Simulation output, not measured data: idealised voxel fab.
Presented below is a process module, voxel released beams.
Cross-sectional view cut (width: 285 nm; square cell size: 5 nm).
When this document writes out a cross-section, it uses a grid of square cells and lists it as bands, beginning at the top and moving down, with a band standing for one or more rows of cells. Read a band's entry like this: the first values are the height of its top and the height of its bottom in nm, and what follows is the sequence of materials from left to right, each with its width in nm. Note that "air" is empty space, and that a single material marked "full width" reaches across the band from edge to edge. Heads up on the height convention: 0 is the point under which the incoming wafer is all one material, and the lowest band has no bottom, it just keeps going down, like "0 down". Width: "30..40" (first number = top row, second number = bottom row, same change from row to row of cells). The designation "remains unaltered", where it is given for a processing step, indicates that no cell of the cross-section was altered in the course of that step. You'll see "Sealed cavities" listing empty spaces that have no way open to the top, as long as they're 8 cells or more; the notation is width x height at distance, where the distance is from the left edge, and all of it is in nm. Read whatever lies past the settings on a step's line as the simulator's own remark about the step. overlay nm: mask right of planned place by this much (step with mask). Neg. = left.

### Intended process steps
1) RECEIVE with material Si
2) CONFORMAL_DEP with material SiN, thk nm 5
3) DIRECTIONAL_DEP with material SiO2, thk nm 20
4) PATTERN with tone open, mask id ANCHOR, material resist, width nm 30, thk nm 15, overlay nm 0
5) DIRECTIONAL_ETCH with etch materials SiO2, depth nm 20
6) STRIP with etch materials resist
7) CONFORMAL_DEP with material TiN, thk nm 10
8) DIRECTIONAL_DEP with material aC, thk nm 10
9) PATTERN with tone cover, mask id BEAM, material resist, width nm 110, thk nm 25, overlay nm 0
10) DIRECTIONAL_ETCH with etch materials aC, depth nm 10
11) STRIP with etch materials resist
12) DIRECTIONAL_ETCH with etch materials TiN, depth nm 10
13) STRIP with etch materials aC
14) STRIP with etch materials SiO2

### As received (post step 1): cross-section
    0 down: Si full width
    Sealed cavities: none

### The first of two wafers, cross-sectioned at the end of the module, with the run proceeding as planned
    35 to 25: 85 nm air | 15 nm TiN | 10 nm air | 85 nm TiN | 90 nm air
    25 to 15: 90 nm air | 10 nm TiN | 10 nm air | 10 nm TiN | 165 nm air
    15 to 5: 90 nm air | 30 nm TiN | 165 nm air
    5 to 0: SiN full width
    0 down: Si full width
    Sealed cavities: none

### Cross-section, second wafer: same start as the first, same plan as the first, one mistake in running it; taken at the end of the module
    35 to 25: 85 nm air | 45 nm TiN | 155 nm air
    25 to 15: 80 nm air | 10 nm TiN | 30 nm SiO2 | 10 nm TiN | 155 nm air
    15 to 5: 80 nm air | 10 nm TiN | 30 nm SiO2 | 75 nm TiN | 90 nm air
    5 to 0: SiN full width
    0 down: Si full width
    Sealed cavities: none
Plan not followed: step 4 did not happen as planned, as run it was PATTERN with tone cover, mask id ANCHOR, material resist, width nm 30, thk nm 15, overlay nm 0
Count the cells at the end and the second wafer has more or fewer of some materials than the first: SiO2: 24 more
